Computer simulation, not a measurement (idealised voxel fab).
A process module follows: voxel released beams.
Pictured: cross-section cut, 175 nm wide, on a grid of 5 nm square cells.
When this document writes out a cross-section, it uses a grid of square cells and lists it as bands, beginning at the top and moving down, with a band standing for one or more rows of cells. Basically the band line says how high the top is and how high the bottom is, in nm, and then what's in it from left to right, every material with its width in nm. Empty space shows up as "blank", and if a single material carries "everywhere" it runs the full band edge to edge. For the purposes of this specification, 0 denotes the height below which the wafer in its as-received condition is composed wholly of one material, and the lowermost band, lacking a lower limit, extends downward without end, as expressed in "z 0 and below". So if you see something like "30 to 40" for the width, read it as the top row of the band sitting at the first number and the bottom row at the second, with every row in between moving by the same amount as the last. You'll sometimes find "no change" written for a step, and that's the way of saying that nowhere in the cross-section did a cell change during that step. This entry, "Sealed internal cavities", enumerates those empty regions of no fewer than 8 cells that possess no open connection to the top. Each region is reported in the form width x height at distance, the distance being taken from the left edge, with all three quantities expressed in nm. What comes after the settings on a step's line is commentary from the simulator itself on that step. overlay nm: mask right of planned place by this much (step with mask). Neg. = left.

[The process steps that were planned are listed below]
1) RECEIVE,material Si
2) CONFORMAL_DEP,material SiN,thk nm 10
3) DIRECTIONAL_DEP,material SiO2,thk nm 15
4) PATTERN,tone open,mask id ANCHOR,material resist,width nm 45,thk nm 20,overlay nm 0
5) DIRECTIONAL_ETCH,etch materials SiO2,depth nm 15
6) STRIP,etch materials resist
7) CONFORMAL_DEP,material W,thk nm 15
8) MASKED_ETCH,tone cover,mask id BEAM,width nm 110,etch materials W,depth nm 15,overlay nm 0
9) STRIP,etch materials SiO2

[As-received wafer cross-section (after step 1)]
> z 0 and below = Si everywhere
> Sealed internal cavities: none

[This is how the wafer looks in cross-section once the module is done, given the starting state and plan above and one mistake in carrying the plan out]
> z 40 to 25 = blank 30 | W 30 | blank 15 | W 65 | blank 35
> z 25 to 10 = blank 45 | W 45 | blank 85
> z 10 to 0 = SiN everywhere
> z 0 and below = Si everywhere
> Sealed internal cavities: none
Against the plan, the run slipped here: step 4 changed vs plan, executed as PATTERN,tone open,mask id ANCHOR,material resist,width nm 45,thk nm 20,overlay nm 10
